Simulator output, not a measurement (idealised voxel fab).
The name of this process module is voxel released beams.
FYI the section here is cut, 220 nm wide, cells are 5 nm squares.
In this document a cross-section is written as a grid of square cells. It is given as a series of bands, listed from the top down, and a band is one or more rows of cells. Heights first: top, then bottom, in nm. Then materials, left to right, each with a width in nm. "everywhere" on a single material: fills the band edge to edge. "blank": empty space. We count height from 0. Below that, the starting wafer is all one material. The lowest band never ends at the bottom but goes on down; see "0 and below" for how that is written. A width given as "30 to 40" starts at the first number in the band's top row and ends at the second number in its bottom row, shifting by an equal amount at every step from row to row. When a step is marked "no modifications", none of the cells in the cross-section changed during that step. Closed empty spaces (no open way to the top) of 8 cells or more are what "Unvented voids" lists, each as width x height at distance from the left edge, nm for all three. Where a step's line continues beyond its settings, the continuation is a remark by the simulator itself on that step. What "overlay nm" on a step's line means: if the step has a mask, that mask lay this far to the right of its planned place, or, when the value is negative, to the left.

Plan
1,RECEIVE: material Si
2,CONFORMAL_DEP: material SiN, thk nm 5
3,DIRECTIONAL_DEP: material SiO2, thk nm 15
4,DIRECTIONAL_DEP: material aC, thk nm 15
5,PATTERN: tone open, mask id ANCHOR, material resist, width nm 30, thk nm 30, overlay nm 0
6,DIRECTIONAL_ETCH: etch materials aC, depth nm 15
7,STRIP: etch materials resist
8,DIRECTIONAL_ETCH: etch materials SiO2, depth nm 15
9,STRIP: etch materials aC
10,CONFORMAL_DEP: material W, thk nm 10
11,DIRECTIONAL_DEP: material aC, thk nm 10
12,PATTERN: tone cover, mask id BEAM, material resist, width nm 105, thk nm 25, overlay nm 0
13,DIRECTIONAL_ETCH: etch materials aC, depth nm 10
14,STRIP: etch materials resist
15,DIRECTIONAL_ETCH: etch materials W, depth nm 10
16,STRIP: etch materials aC
17,STRIP: etch materials SiO2

Step 1 complete: cross-section of the wafer as received
  0 and below: Si everywhere
  Unvented voids: none

Sectioned view, first of two wafers, at the close of the module, processed as intended in the plan
  30 down to 20: 55 nm blank / 15 nm W / 10 nm blank / 80 nm W / 60 nm blank
  20 down to 15: 60 nm blank / 10 nm W / 10 nm blank / 10 nm W / 130 nm blank
  15 down to 5: 60 nm blank / 30 nm W / 130 nm blank
  5 down to 0: SiN everywhere
  0 and below: Si everywhere
  Unvented voids: none

Wafer two cross-section, module end. Start and plan unchanged from wafer one; one mistake made during the run
  25 down to 20: 55 nm blank / 10 nm W / 20 nm blank / 75 nm W / 60 nm blank
  20 down to 10: 60 nm blank / 5 nm W / 20 nm blank / 5 nm W / 130 nm blank
  10 down to 5: 60 nm blank / 30 nm W / 130 nm blank
  5 down to 0: SiN everywhere
  0 and below: Si everywhere
  Unvented voids: none
So what did we get wrong on this run? for step 10, the planned setting was not used; the step was instead run as CONFORMAL_DEP: material W, thk nm 5
End check, counted in cells, second wafer has more or fewer of these materials than the first: W -27
